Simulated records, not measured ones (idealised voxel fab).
process module | voxel self aligned contacts
cross-section cut | 260 nm wide | cells 5 nm
A cross-section is a grid of square cells, given in bands from the top down. A band is one or more rows of cells.
Each band's line starts with the height of the band's top and of its bottom, in nm. Then come its materials from left to right, each with its width in nm. One material with "throughout" fills the band from edge to edge. "air" is empty space.
Height 0 is the level under which the wafer as received is all one material. The lowest band goes on downwards, as in "0 down".
A width such as "30 to 40" changes by the same amount from each row of cells to the next, from the band's top row to its bottom row.
"no change" after a step means that no cell of the cross-section changed.
closed voids: empty space of 8 cells or more with no open way to the top, each as width x height at its distance from the left edge, in nm
after a step's settings: what the simulator itself notes on the step
overlay nm, on a step with a mask: how far to the right of its planned place the mask lay; to the left if negative
plan
1 op RECEIVE | material Si
2 op OXIDIZE | depth nm 5
3 op DIRECTIONAL_DEP | material polySi | thk nm 25
4 op DIRECTIONAL_DEP | material SiN | thk nm 25
5 op MASKED_ETCH | tone cover | mask id GATE | width nm 30 | pitch nm 75 | etch materials SiN | depth nm 25 | overlay nm 0
6 op MASKED_ETCH | tone cover | mask id GATE | width nm 30 | pitch nm 75 | etch materials polySi | depth nm 25 | overlay nm 0
7 op CONFORMAL_DEP | material SiN | thk nm 10
8 op DIRECTIONAL_ETCH | etch materials SiN | depth nm 10
9 op FILL_DEP | material SiO2 | thk nm 15
10 op CMP | height nm 60
11 op DIRECTIONAL_DEP | material aC | thk nm 10
12 op PATTERN | tone open | mask id CONTACT | material resist | width nm 55 | pitch nm 75 | thk nm 30 | overlay nm 0
13 op DIRECTIONAL_ETCH | etch materials aC | depth nm 10
14 op STRIP | etch materials resist
15 op DIRECTIONAL_ETCH | etch materials SiO2 | depth nm 65
16 op STRIP | etch materials aC
17 op CONFORMAL_DEP | material TiN | thk nm 5
18 op FILL_DEP | material Ru | thk nm 10
19 op CMP | height nm 60
20 op CONFORMAL_DEP | material SiCN | thk nm 5
as received, after step 1
  0 down: Si throughout
  closed voids: none
a wafer at the end: this start, this plan, one mistake
  65 to 60: SiCN throughout
  60 to 50: SiO2 65 | TiN 5 to 15 | Ru 45 to 15 | TiN 5 to 25 | SiO2 20 | TiN 5 to 15 | Ru 45 to 15 | TiN 5 to 25 | SiO2 65
  50 to 30: SiO2 25 | SiN 50 | TiN 5 | Ru 15 | TiN 5 | SiN 50 | TiN 5 | Ru 15 | TiN 5 | SiN 50 | SiO2 35
  30 to 25: SiO2 25 | SiN 50 | TiN 10 | Ru 10 | TiN 5 | SiN 50 | TiN 10 | Ru 10 | TiN 5 | SiN 50 | SiO2 35
  25 to 0: SiO2 25 | SiN 10 | polySi 35 | SiN 10 | TiN 5 | Ru 10 | TiN 5 | SiN 10 | polySi 35 | SiN 10 | TiN 5 | Ru 10 | TiN 5 | SiN 10 | polySi 35 | SiN 10 | SiO2 30
  0 to -5: SiO2 80 | TiN 20 | SiO2 55 | TiN 20 | SiO2 85
  -5 down: Si throughout
  closed voids: none
what went wrong: step 5 ran as: op MASKED_ETCH | tone cover | mask id GATE | width nm 30 | pitch nm 75 | etch materials SiN | depth nm 25 | overlay nm -5
